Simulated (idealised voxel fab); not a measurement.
process module | voxel self aligned contacts
cross-section cut | 170 nm wide | cells 5 nm
A cross-section is a grid of square cells, given in bands from the top down. A band is one or more rows of cells.
Each band's line starts with the height of the band's top and of its bottom, in nm. Then come its materials from left to right, each with its width in nm. One material with "throughout" fills the band from edge to edge. "air" is empty space.
Height 0 is the level under which the wafer as received is all one material. The lowest band goes on downwards, as in "0 down".
A width such as "30 to 40" changes by the same amount from each row of cells to the next, from the band's top row to its bottom row.
"no change" after a step means that no cell of the cross-section changed.
closed voids: empty space of 8 cells or more with no open way to the top, each as width x height at its distance from the left edge, in nm
after a step's settings: what the simulator itself notes on the step
overlay nm, on a step with a mask: how far to the right of its planned place the mask lay; to the left if negative
plan
1 op RECEIVE | material Si
2 op OXIDIZE | depth nm 5
3 op DIRECTIONAL_DEP | material polySi | thk nm 25
4 op DIRECTIONAL_DEP | material SiN | thk nm 20
5 op DIRECTIONAL_DEP | material aC | thk nm 10
6 op PATTERN | tone cover | mask id GATE | material resist | width nm 30 | pitch nm 65 | thk nm 30 | overlay nm 0
7 op DIRECTIONAL_ETCH | etch materials aC | depth nm 10
8 op STRIP | etch materials resist
9 op DIRECTIONAL_ETCH | etch materials SiN | depth nm 20
10 op DIRECTIONAL_ETCH | etch materials polySi | depth nm 25
11 op STRIP | etch materials aC
12 op CONFORMAL_DEP | material SiN | thk nm 10
13 op DIRECTIONAL_ETCH | etch materials SiN | depth nm 10
14 op FILL_DEP | material SiO2 | thk nm 20
15 op CMP | height nm 55
16 op DIRECTIONAL_DEP | material aC | thk nm 10
17 op PATTERN | tone open | mask id CONTACT | material resist | width nm 45 | thk nm 25 | overlay nm 0
18 op DIRECTIONAL_ETCH | etch materials aC | depth nm 10
19 op STRIP | etch materials resist
20 op DIRECTIONAL_ETCH | etch materials SiO2 | depth nm 60
21 op STRIP | etch materials aC
22 op CONFORMAL_DEP | material TiN | thk nm 5
23 op FILL_DEP | material Ru | thk nm 10
24 op CMP | height nm 55
25 op CONFORMAL_DEP | material SiCN | thk nm 5
as received, after step 1
  0 down: Si throughout
  closed voids: none
a wafer at the end: this start, this plan, one mistake
  60 to 55: polySi throughout
  55 to 45: SiO2 60 | TiN 5 to 20 | Ru 35 to 5 | TiN 5 to 20 | SiO2 65
  45 to 25: SiO2 25 | SiN 50 | TiN 5 | Ru 5 | TiN 5 | SiN 50 | SiO2 30
  25 to 0: SiO2 25 | SiN 10 | polySi 30 | SiN 10 | TiN 5 | Ru 5 | TiN 5 | SiN 10 | polySi 30 | SiN 10 | SiO2 30
  0 to -5: SiO2 75 | TiN 15 | SiO2 80
  -5 down: Si throughout
  closed voids: none
what went wrong: step 25 ran as: op CONFORMAL_DEP | material polySi | thk nm 5
